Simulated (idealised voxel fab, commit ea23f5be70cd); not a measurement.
process module | voxel wiring stack
cross-section cut | 250 nm wide | cells 5 nm
A cross-section is a grid of square cells, given in bands from the top down. A band is one or more rows of cells.
Each band's line starts with the height of the band's top and of its bottom, in nm. Then come its materials from left to right, each with its width in nm. One material with "throughout" fills the band from edge to edge. "air" is empty space.
Height 0 is the level under which the wafer as received is all one material. The lowest band goes on downwards, as in "0 down".
A width such as "30 to 40" changes by the same amount from each row of cells to the next, from the band's top row to its bottom row.
"no change" after a step means that no cell of the cross-section changed.
closed voids: empty space of 8 cells or more with no open way to the top, each as width x height at its distance from the left edge, in nm
after a step's settings: what the simulator itself notes on the step
overlay nm, on a step with a mask: how far to the right of its planned place the mask lay; to the left if negative
plan
1 op RECEIVE | material Si
2 op CONFORMAL_DEP | material SiO2 | thk nm 10
3 op CONFORMAL_DEP | material SiN | thk nm 5
4 op DIRECTIONAL_DEP | material SiO2 | thk nm 15
5 op MASKED_ETCH | tone open | mask id METAL_1 | width nm 25 | pitch nm 50 | etch materials SiO2 | depth nm 15 | overlay nm 0
6 op MASKED_ETCH | tone open | mask id METAL_1 | width nm 25 | pitch nm 50 | etch materials SiN | depth nm 5 | overlay nm 0
7 op CONFORMAL_DEP | material TiN | thk nm 5
8 op FILL_DEP | material Cu | thk nm 10
9 op CMP | height nm 30
10 op EPI | material Ru | thk nm 5
11 op FILL_DEP | material SiCN | thk nm 5
12 op DIRECTIONAL_DEP | material lowk | thk nm 15
13 op MASKED_ETCH | tone open | mask id PLUG_1 | width nm 15 | pitch nm 50 | etch materials lowk | depth nm 15 | overlay nm 0
14 op MASKED_ETCH | tone open | mask id PLUG_1 | width nm 15 | pitch nm 50 | etch materials SiCN | depth nm 5 | overlay nm 0
15 op EPI | material Ru | thk nm 10
16 op EPI | material Ru | thk nm 10
17 op CONFORMAL_DEP | material SiN | thk nm 5
18 op DIRECTIONAL_DEP | material SiO2 | thk nm 25
19 op PATTERN | tone open | mask id METAL_2 | material resist | width nm 25 | pitch nm 50 | thk nm 20 | overlay nm 0
20 op DIRECTIONAL_ETCH | etch materials SiO2 | depth nm 25
21 op DIRECTIONAL_ETCH | etch materials SiN | depth nm 5
22 op STRIP | etch materials resist
23 op CONFORMAL_DEP | material TiN | thk nm 5
24 op FILL_DEP | material Cu | thk nm 5
25 op CMP | height nm 85
26 op CONFORMAL_DEP | material SiN | thk nm 5
as received, after step 1
  0 down: Si throughout
  closed voids: none
first wafer at the end, as planned
  90 to 85: SiN throughout
  85 to 60: SiO2 85 | TiN 5 | Cu 15 | TiN 5 | SiO2 25 | TiN 5 | Cu 15 | TiN 5 | SiO2 90
  60 to 55: SiN 85 | TiN 25 | SiN 25 | TiN 25 | SiN 90
  55 to 40: lowk 85 | Ru 15 | lowk 35 | Ru 15 | lowk 100
  40 to 30: SiCN 85 to 80 | Ru 15 to 35 | SiCN 35 to 15 | Ru 15 to 35 | SiCN 100 to 85
  30 to 15: SiO2 85 | TiN 5 | Cu 15 | TiN 5 | SiO2 25 | TiN 5 | Cu 15 | TiN 5 | SiO2 90
  15 to 10: SiN 85 | TiN 25 | SiN 25 | TiN 25 | SiN 90
  10 to 0: SiO2 throughout
  0 down: Si throughout
  closed voids: none
second wafer at the end: like start, like plan, one mistake
  90 to 85: SiN throughout
  85 to 60: SiO2 85 | TiN 5 | Cu 15 | TiN 5 | SiO2 25 | TiN 5 | Cu 15 | TiN 5 | SiO2 90
  60 to 55: SiN 85 | TiN 25 | SiN 25 | TiN 25 | SiN 90
  55 to 40: lowk 85 | Ru 15 | lowk 35 | Ru 15 | lowk 100
  40 to 30: SiCN 85 | Ru 15 to 25 | SiCN 35 to 25 | Ru 15 to 25 | SiCN 100 to 90
  30 to 15: SiO2 90 | TiN 5 | Cu 5 | TiN 5 | SiO2 35 | TiN 5 | Cu 5 | TiN 5 | SiO2 95
  15 to 10: SiN 90 | TiN 15 | SiN 35 | TiN 15 | SiN 95
  10 to 0: SiO2 throughout
  0 down: Si throughout
  closed voids: none
what went wrong: step 5 ran as: op MASKED_ETCH | tone open | mask id METAL_1 | width nm 15 | pitch nm 50 | etch materials SiO2 | depth nm 15 | overlay nm 0
at the end the second wafer has, in cells: 12 fewer of Cu | 4 fewer of Ru | 4 more of SiCN | 4 more of SiN | 12 more of SiO2 | 4 fewer of TiN
